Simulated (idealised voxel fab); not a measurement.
process module | voxel transistor to metal
cross-section cut | 215 nm wide | cells 5 nm
A cross-section is a grid of square cells, given in bands from the top down. A band is one or more rows of cells.
Each band's line starts with the height of the band's top and of its bottom, in nm. Then come its materials from left to right, each with its width in nm. One material with "throughout" fills the band from edge to edge. "air" is empty space.
Height 0 is the level under which the wafer as received is all one material. The lowest band goes on downwards, as in "0 down".
A width such as "30 to 40" changes by the same amount from each row of cells to the next, from the band's top row to its bottom row.
"no change" after a step means that no cell of the cross-section changed.
closed voids: empty space of 8 cells or more with no open way to the top, each as width x height at its distance from the left edge, in nm
after a step's settings: what the simulator itself notes on the step
overlay nm, on a step with a mask: how far to the right of its planned place the mask lay; to the left if negative
plan
1 op RECEIVE | material Si
2 op CONFORMAL_DEP | material SiO2 | thk nm 5
3 op CONFORMAL_DEP | material SiN | thk nm 10
4 op DIRECTIONAL_DEP | material aC | thk nm 15
5 op PATTERN | tone cover | mask id ACTIVE | material resist | width nm 115 | thk nm 30 | overlay nm 0
6 op DIRECTIONAL_ETCH | etch materials aC | depth nm 15
7 op STRIP | etch materials resist
8 op DIRECTIONAL_ETCH | etch materials SiN | depth nm 10
9 op DIRECTIONAL_ETCH | etch materials SiO2 | depth nm 5
10 op DIRECTIONAL_ETCH | etch materials Si | depth nm 25
11 op STRIP | etch materials aC
12 op OXIDIZE | depth nm 5
13 op FILL_DEP | material SiO2 | thk nm 15
14 op CMP | height nm 15
15 op SELECTIVE_ETCH | etch materials SiO2 | depth nm 10
16 op STRIP | etch materials SiN
17 op SELECTIVE_ETCH | etch materials SiO2 | depth nm 5
18 op OXIDIZE | depth nm 5
19 op DIRECTIONAL_DEP | material polySi | thk nm 25
20 op DIRECTIONAL_DEP | material SiCN | thk nm 15
21 op DIRECTIONAL_DEP | material aC | thk nm 15
22 op PATTERN | tone cover | mask id GATE | material resist | width nm 25 | thk nm 35 | overlay nm 0
23 op DIRECTIONAL_ETCH | etch materials aC | depth nm 15
24 op STRIP | etch materials resist
25 op DIRECTIONAL_ETCH | etch materials SiCN | depth nm 25
26 op DIRECTIONAL_ETCH | etch materials polySi | depth nm 35
27 op STRIP | etch materials aC
28 op CONFORMAL_DEP | material SiN | thk nm 10
29 op DIRECTIONAL_ETCH | etch materials SiN | depth nm 10
30 op DIRECTIONAL_ETCH | etch materials SiO2 | depth nm 5
31 op DIRECTIONAL_ETCH | etch materials Si | depth nm 5
32 op EPI | material pSi | thk nm 5
33 op FILL_DEP | material SiO2 | thk nm 10
34 op CMP | height nm 25
35 op STRIP | etch materials polySi
36 op SELECTIVE_ETCH | etch materials SiO2 | depth nm 5
37 op CONFORMAL_DEP | material HfO2 | thk nm 5
38 op CONFORMAL_DEP | material TiN | thk nm 5
39 op FILL_DEP | material W | thk nm 10
40 op CMP | height nm 20
41 op DIRECTIONAL_DEP | material SiO2 | thk nm 15
42 op DIRECTIONAL_DEP | material aC | thk nm 15
43 op PATTERN | tone open | mask id CONTACT | material resist | width nm 20 | pitch nm 75 | thk nm 35 | overlay nm 0
44 op DIRECTIONAL_ETCH | etch materials aC | depth nm 15
45 op STRIP | etch materials resist
46 op DIRECTIONAL_ETCH | etch materials SiO2 | depth nm 40
47 op STRIP | etch materials aC
48 op CONFORMAL_DEP | material TiN | thk nm 5
49 op FILL_DEP | material W | thk nm 10
50 op CMP | height nm 35
51 op DIRECTIONAL_DEP | material TiN | thk nm 5
52 op DIRECTIONAL_DEP | material W | thk nm 25
53 op DIRECTIONAL_DEP | material aC | thk nm 10
54 op PATTERN | tone cover | mask id METAL_1 | material resist | width nm 20 | pitch nm 75 | thk nm 25 | overlay nm 0
55 op DIRECTIONAL_ETCH | etch materials aC | depth nm 10
56 op STRIP | etch materials resist
57 op DIRECTIONAL_ETCH | etch materials W | depth nm 25
58 op DIRECTIONAL_ETCH | etch materials TiN | depth nm 5
59 op STRIP | etch materials aC
60 op FILL_DEP | material SiO2 | thk nm 10
61 op CMP | height nm 65
62 op CONFORMAL_DEP | material SiCN | thk nm 5
63 op DIRECTIONAL_DEP | material SiO2 | thk nm 35
64 op MASKED_ETCH | tone open | mask id METAL_2 | width nm 20 | pitch nm 75 | etch materials SiO2 | depth nm 20 | overlay nm 0
65 op PATTERN | tone open | mask id METAL_2_HOLES | material resist | width nm 15 | pitch nm 75 | thk nm 20 | overlay nm 0
66 op DIRECTIONAL_ETCH | etch materials SiO2 | depth nm 15
67 op DIRECTIONAL_ETCH | etch materials SiCN | depth nm 5
68 op STRIP | etch materials resist
69 op CONFORMAL_DEP | material TiN | thk nm 5
70 op FILL_DEP | material Ru | thk nm 5
71 op CMP | height nm 105
72 op CONFORMAL_DEP | material SiN | thk nm 5
as received, after step 1
  0 down: Si throughout
  closed voids: none
a wafer at the end: this start, this plan, one mistake
  110 to 105: SiN throughout
  105 to 90: SiO2 60 | TiN 5 | Ru 10 | TiN 5 | SiO2 55 | TiN 5 | Ru 10 | TiN 5 | SiO2 60
  90 to 85: SiO2 60 | TiN 5 | Ru 5 | TiN 10 | SiO2 55 | TiN 5 | Ru 5 | TiN 10 | SiO2 60
  85 to 70: SiO2 60 | TiN 5 | Ru 5 | TiN 5 | SiO2 60 | TiN 5 | Ru 5 | TiN 5 | SiO2 65
  70 to 65: SiCN 60 | TiN 15 | SiCN 60 | TiN 15 | SiCN 65
  65 to 40: SiO2 60 | W 20 | SiO2 55 | W 20 | SiO2 60
  40 to 35: SiO2 60 | TiN 20 | SiO2 55 | TiN 20 | SiO2 60
  35 to 20: SiO2 60 | TiN 5 | W 10 | TiN 5 | SiO2 55 | TiN 5 | W 10 | TiN 5 | SiO2 60
  20 to 10: SiO2 60 | TiN 5 | W 10 | TiN 5 | SiO2 5 | SiN 10 | HfO2 5 | TiN 5 | W 5 | TiN 5 | HfO2 5 | SiN 10 | SiO2 5 | TiN 5 | W 10 | TiN 5 | SiO2 60
  10 to 5: SiO2 60 | TiN 20 | SiO2 5 | SiN 10 | HfO2 5 | TiN 5 | W 5 | TiN 5 | HfO2 5 | SiN 10 | SiO2 5 | TiN 20 | SiO2 60
  5 to 0: SiN 95 | HfO2 5 | TiN 15 | HfO2 5 | SiN 95
  0 to -5: SiO2 90 | HfO2 35 | SiO2 90
  -5 to -30: SiO2 55 | Si 105 | SiO2 55
  -30 down: Si throughout
  closed voids: none
what went wrong: step 29 ran as: op DIRECTIONAL_ETCH | etch materials SiN | depth nm 5
